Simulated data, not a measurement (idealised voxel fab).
The document below concerns the process module designated voxel capacitor over wiring.
Shown is cross-section cut, with a width of 280 nm and square cells of size 5 nm.
Cross-section format: a grid of square cells, given as bands from top to bottom; each band is one or more rows of cells. Top height, bottom height, nm. Materials left to right, width each, nm. Single material + "full width" = fills band edge to edge. "air" = empty. Ref level 0: as-received wafer is one material below here. Bottom band extends down with no lower bound ("0 and below"). With a width like "30..40", each row of cells in the band differs from the next by the same amount, the top row carrying the first number and the bottom row the second. "no alteration" after a step means that no cell of the cross-section changed. "Sealed void list" means: voids of 8 cells or more that are shut off from the top with no open way through. Written width x height at distance, distance from the left edge, in nm. Past the settings on a step's line: simulator remark, on that step. overlay nm: for a step with a mask, the amount by which the mask lay right of where it was planned; a negative amount means left of it.
[Process steps - plan]
1 RECEIVE (material Si)
2 CONFORMAL_DEP (material SiO2; thk nm 10)
3 CONFORMAL_DEP (material SiN; thk nm 5)
4 DIRECTIONAL_DEP (material lowk; thk nm 20)
5 DIRECTIONAL_DEP (material aC; thk nm 10)
6 PATTERN (tone open; mask id METAL_1; material resist; width nm 30; pitch nm 80; thk nm 25; overlay nm 0)
7 DIRECTIONAL_ETCH (etch materials aC; depth nm 10)
8 STRIP (etch materials resist)
9 DIRECTIONAL_ETCH (etch materials lowk; depth nm 20)
10 DIRECTIONAL_ETCH (etch materials SiN; depth nm 5)
11 STRIP (etch materials aC)
12 CONFORMAL_DEP (material TiN; thk nm 5)
13 FILL_DEP (material Ru; thk nm 10)
14 CMP (height nm 35)
15 EPI (material Ru; thk nm 5)
16 FILL_DEP (material SiCN; thk nm 5)
17 DIRECTIONAL_DEP (material SiO2; thk nm 20)
18 PATTERN (tone open; mask id PLUG_1; material resist; width nm 15; thk nm 15; overlay nm -15)
19 DIRECTIONAL_ETCH (etch materials SiO2; depth nm 20)
20 DIRECTIONAL_ETCH (etch materials SiCN; depth nm 5)
21 STRIP (etch materials resist)
22 EPI (material Ru; thk nm 10)
23 EPI (material Ru; thk nm 10)
24 EPI (material Ru; thk nm 5)
25 DIRECTIONAL_DEP (material TiN; thk nm 5)
26 DIRECTIONAL_DEP (material Al2O3; thk nm 5)
27 DIRECTIONAL_DEP (material TiN; thk nm 5)
28 MASKED_ETCH (tone cover; mask id UPPER_PLATE; width nm 55; etch materials TiN; depth nm 5; overlay nm 0)
29 MASKED_ETCH (tone cover; mask id UPPER_PLATE; width nm 55; etch materials Al2O3; depth nm 5; overlay nm 0)
30 PATTERN (tone cover; mask id LOWER_PLATE; material resist; width nm 65; thk nm 20; overlay nm 0)
31 DIRECTIONAL_ETCH (etch materials TiN; depth nm 5)
32 STRIP (etch materials resist)
33 FILL_DEP (material SiO2; thk nm 15)
34 CMP (height nm 90)
35 PATTERN (tone open; mask id PLUG_2; material resist; width nm 15; thk nm 20; overlay nm 0)
36 DIRECTIONAL_ETCH (etch materials SiO2; depth nm 10)
37 STRIP (etch materials resist)
38 CONFORMAL_DEP (material TiN; thk nm 5)
39 FILL_DEP (material W; thk nm 5)
40 CMP (height nm 90)
41 CONFORMAL_DEP (material SiN; thk nm 5)
For this document, wafers share an identical start and vary in the step 18 overlay nm; the plan quotes the first wafer's value.
[Cross-section of the first incoming wafer of several, state after step 1]
> 0 and below  Si full width
> Sealed void list: none
[First of several wafers, sectioned at end of module (last step: step 41)]
> 95 down to 90  SiN full width
> 90 down to 85  SiO2 110, TiN 5, W 5, TiN 5, SiO2 155
> 85 down to 75  SiO2 110..100, TiN 15..55, SiO2 155..125
> 75 down to 70  SiO2 100, Al2O3 55, SiO2 125
> 70 down to 65  SiO2 95, TiN 65, SiO2 120
> 65 down to 45  SiO2 85, Ru 15, SiO2 180
> 45 down to 40  SiCN 85, Ru 15, SiCN 180
> 40 down to 35  SiCN 80, Ru 40, SiCN 40, Ru 40, SiCN 80
> 35 down to 15  lowk 85, TiN 5, Ru 20, TiN 5, lowk 50, TiN 5, Ru 20, TiN 5, lowk 85
> 15 down to 10  SiN 85, TiN 30, SiN 50, TiN 30, SiN 85
> 10 down to 0  SiO2 full width
> 0 and below  Si full width
> Sealed void list: none
[Wafer cross-section (last wafer, module end)]
> 95 down to 90  SiN full width
> 90 down to 85  SiO2 110, TiN 5, W 5, TiN 5, SiO2 155
> 85 down to 75  SiO2 110..100, TiN 15..55, SiO2 155..125
> 75 down to 70  SiO2 100, Al2O3 55, SiO2 125
> 70 down to 65  SiO2 95, TiN 65, SiO2 120
> 65 down to 45  SiO2 115, Ru 15, SiO2 150
> 45 down to 40  SiCN 115, Ru 15, SiCN 150
> 40 down to 35  SiCN 80, Ru 40, SiCN 40, Ru 40, SiCN 80
> 35 down to 15  lowk 85, TiN 5, Ru 20, TiN 5, lowk 50, TiN 5, Ru 20, TiN 5, lowk 85
> 15 down to 10  SiN 85, TiN 30, SiN 50, TiN 30, SiN 85
> 10 down to 0  SiO2 full width
> 0 and below  Si full width
> Sealed void list: none
[The rows of the table below are wafers. Looking at the end of the module, a row counts, for every material, the cells the wafer has gained, shown as (+), or lost, shown as (-), since it was received; its closed voids come next]
overlay nm -15; +11 Al2O3; +63 Ru; +93 SiCN; +100 SiN; +563 SiO2; +57 TiN; +1 W; +176 lowk; Sealed void list: none
overlay nm -10; +11 Al2O3; +63 Ru; +93 SiCN; +100 SiN; +563 SiO2; +57 TiN; +1 W; +176 lowk; Sealed void list: none
overlay nm -5; +11 Al2O3; +63 Ru; +93 SiCN; +100 SiN; +563 SiO2; +57 TiN; +1 W; +176 lowk; Sealed void list: none
overlay nm 0; +11 Al2O3; +63 Ru; +93 SiCN; +100 SiN; +563 SiO2; +57 TiN; +1 W; +176 lowk; Sealed void list: none
overlay nm 5; +11 Al2O3; +63 Ru; +93 SiCN; +100 SiN; +563 SiO2; +57 TiN; +1 W; +176 lowk; Sealed void list: none
overlay nm 10; +11 Al2O3; +63 Ru; +93 SiCN; +100 SiN; +563 SiO2; +57 TiN; +1 W; +176 lowk; Sealed void list: none
overlay nm 15; +11 Al2O3; +63 Ru; +93 SiCN; +100 SiN; +563 SiO2; +57 TiN; +1 W; +176 lowk; Sealed void list: none
